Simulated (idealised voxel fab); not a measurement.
process module | voxel quadruple lines
cross-section cut | 255 nm wide | cells 5 nm
A cross-section is a grid of square cells, given in bands from the top down. A band is one or more rows of cells.
Each band's line starts with the height of the band's top and of its bottom, in nm. Then come its materials from left to right, each with its width in nm. One material with "throughout" fills the band from edge to edge. "air" is empty space.
Height 0 is the level under which the wafer as received is all one material. The lowest band goes on downwards, as in "0 down".
A width such as "30 to 40" changes by the same amount from each row of cells to the next, from the band's top row to its bottom row.
"no change" after a step means that no cell of the cross-section changed.
closed voids: empty space of 8 cells or more with no open way to the top, each as width x height at its distance from the left edge, in nm
after a step's settings: what the simulator itself notes on the step
overlay nm, on a step with a mask: how far to the right of its planned place the mask lay; to the left if negative
plan
1 op RECEIVE | material Si
2 op CONFORMAL_DEP | material Al2O3 | thk nm 5
3 op DIRECTIONAL_DEP | material W | thk nm 15
4 op DIRECTIONAL_DEP | material polySi | thk nm 20
5 op DIRECTIONAL_DEP | material aC | thk nm 20
6 op PATTERN | tone cover | mask id MANDREL | material resist | width nm 20 | pitch nm 60 | thk nm 25 | overlay nm 0
7 op DIRECTIONAL_ETCH | etch materials aC | depth nm 20
8 op STRIP | etch materials resist
9 op CONFORMAL_DEP | material SiO2 | thk nm 10
10 op DIRECTIONAL_ETCH | etch materials SiO2 | depth nm 10
11 op STRIP | etch materials aC
12 op DIRECTIONAL_ETCH | etch materials polySi | depth nm 20
13 op STRIP | etch materials SiO2
14 op CONFORMAL_DEP | material SiN | thk nm 5
15 op DIRECTIONAL_ETCH | etch materials SiN | depth nm 5
16 op STRIP | etch materials polySi
17 op DIRECTIONAL_ETCH | etch materials W | depth nm 15
18 op STRIP | etch materials SiN
19 op FILL_DEP | material lowk | thk nm 5
20 op CMP | height nm 20
as received, after step 1
  0 down: Si throughout
  closed voids: none
a wafer at the end: this start, this plan, one mistake
  20 to 5: lowk 80 | W 5 | lowk 10 | W 5 | lowk 10 | W 5 | lowk 10 | W 5 | lowk 10 | W 5 | lowk 10 | W 5 | lowk 10 | W 5 | lowk 10 | W 5 | lowk 65
  5 to 0: Al2O3 throughout
  0 down: Si throughout
  closed voids: none
what went wrong: step 6 ran as: op PATTERN | tone cover | mask id MANDREL | material resist | width nm 20 | pitch nm 60 | thk nm 25 | overlay nm 10
